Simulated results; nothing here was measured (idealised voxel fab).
process module | voxel self aligned contacts
cross-section cut | 175 nm wide | cells 5 nm
A cross-section is a grid of square cells, given in bands from the top down. A band is one or more rows of cells.
Each band's line starts with the height of the band's top and of its bottom, in nm. Then come its materials from left to right, each with its width in nm. One material with "throughout" fills the band from edge to edge. "air" is empty space.
Height 0 is the level under which the wafer as received is all one material. The lowest band goes on downwards, as in "0 down".
A width such as "30 to 40" changes by the same amount from each row of cells to the next, from the band's top row to its bottom row.
"no change" after a step means that no cell of the cross-section changed.
closed voids: empty space of 8 cells or more with no open way to the top, each as width x height at its distance from the left edge, in nm
after a step's settings: what the simulator itself notes on the step
overlay nm, on a step with a mask: how far to the right of its planned place the mask lay; to the left if negative
plan
1 op RECEIVE | material Si
2 op CONFORMAL_DEP | material SiO2 | thk nm 5
3 op DIRECTIONAL_DEP | material polySi | thk nm 25
4 op DIRECTIONAL_DEP | material SiN | thk nm 15
5 op DIRECTIONAL_DEP | material aC | thk nm 10
6 op PATTERN | tone cover | mask id GATE | material resist | width nm 25 | pitch nm 60 | thk nm 25 | overlay nm 0
7 op DIRECTIONAL_ETCH | etch materials aC | depth nm 10
8 op STRIP | etch materials resist
9 op DIRECTIONAL_ETCH | etch materials SiN | depth nm 15
10 op DIRECTIONAL_ETCH | etch materials polySi | depth nm 25
11 op STRIP | etch materials aC
12 op CONFORMAL_DEP | material SiN | thk nm 5
13 op DIRECTIONAL_ETCH | etch materials SiN | depth nm 5
14 op FILL_DEP | material SiO2 | thk nm 15
15 op CMP | height nm 50
16 op MASKED_ETCH | tone open | mask id CONTACT | width nm 45 | etch materials SiO2 | depth nm 50 | overlay nm 0
17 op CONFORMAL_DEP | material TiN | thk nm 5
18 op FILL_DEP | material W | thk nm 5
19 op CMP | height nm 50
20 op CONFORMAL_DEP | material SiCN | thk nm 5
as received, after step 1
  0 down: Si throughout
  closed voids: none
first wafer at the end, as planned
  55 to 50: SiCN throughout
  50 to 45: SiO2 65 | TiN 15 | W 15 | TiN 15 | SiO2 65
  45 to 30: SiO2 40 | SiN 35 | TiN 5 | W 15 | TiN 5 | SiN 35 | SiO2 40
  30 to 5: SiO2 40 | SiN 5 | polySi 25 | SiN 5 | TiN 5 | W 15 | TiN 5 | SiN 5 | polySi 25 | SiN 5 | SiO2 40
  5 to 0: SiO2 75 | TiN 25 | SiO2 75
  0 down: Si throughout
  closed voids: none
second wafer at the end: like start, like plan, one mistake
  55 to 50: SiCN throughout
  50 to 45: SiO2 80 | W 15 | SiO2 80
  45 to 30: SiO2 40 | SiN 35 | SiO2 5 | W 15 | SiO2 5 | SiN 35 | SiO2 40
  30 to 5: SiO2 40 | SiN 5 | polySi 25 | SiN 5 | SiO2 5 | W 15 | SiO2 5 | SiN 5 | polySi 25 | SiN 5 | SiO2 40
  5 to 0: SiO2 throughout
  0 down: Si throughout
  closed voids: none
what went wrong: step 17 ran as: op CONFORMAL_DEP | material SiO2 | thk nm 5
at the end the second wafer has, in cells: 27 more of SiO2 | 27 fewer of TiN
